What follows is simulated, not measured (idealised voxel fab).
process module | voxel released beams
cross-section cut | 150 nm wide | cells 5 nm
A cross-section is a grid of square cells, given in bands from the top down. A band is one or more rows of cells.
Each band's line starts with the height of the band's top and of its bottom, in nm. Then come its materials from left to right, each with its width in nm. One material with "throughout" fills the band from edge to edge. "air" is empty space.
Height 0 is the level under which the wafer as received is all one material. The lowest band goes on downwards, as in "0 down".
A width such as "30 to 40" changes by the same amount from each row of cells to the next, from the band's top row to its bottom row.
"no change" after a step means that no cell of the cross-section changed.
closed voids: empty space of 8 cells or more with no open way to the top, each as width x height at its distance from the left edge, in nm
after a step's settings: what the simulator itself notes on the step
overlay nm, on a step with a mask: how far to the right of its planned place the mask lay; to the left if negative
plan
1 op RECEIVE | material Si
2 op CONFORMAL_DEP | material Al2O3 | thk nm 5
3 op DIRECTIONAL_DEP | material SiO2 | thk nm 20
4 op DIRECTIONAL_DEP | material aC | thk nm 10
5 op PATTERN | tone open | mask id ANCHOR | material resist | width nm 40 | thk nm 30 | overlay nm 0
6 op DIRECTIONAL_ETCH | etch materials aC | depth nm 10
7 op STRIP | etch materials resist
8 op DIRECTIONAL_ETCH | etch materials SiO2 | depth nm 20
9 op STRIP | etch materials aC
10 op CONFORMAL_DEP | material polySi | thk nm 15
11 op PATTERN | tone cover | mask id BEAM | material resist | width nm 115 | thk nm 15 | overlay nm 0
12 op DIRECTIONAL_ETCH | etch materials polySi | depth nm 15
13 op STRIP | etch materials resist
14 op STRIP | etch materials SiO2
as received, after step 1
  0 down: Si throughout
  closed voids: none
first wafer at the end, as planned
  40 to 25: air 15 | polySi 20 | air 10 | polySi 85 | air 20
  25 to 20: air 20 | polySi 15 | air 10 | polySi 15 | air 90
  20 to 5: air 20 | polySi 40 | air 90
  5 to 0: Al2O3 throughout
  0 down: Si throughout
  closed voids: none
second wafer at the end: like start, like plan, one mistake
  35 to 20: air 15 | polySi 20 | air 10 | polySi 85 | air 20
  20 to 15: air 20 | polySi 15 | air 10 | polySi 15 | air 90
  15 to 0: air 20 | polySi 40 | air 90
  0 down: Si throughout
  closed voids: none
what went wrong: step 2 was left out
at the end the second wafer has, in cells: 30 fewer of Al2O3
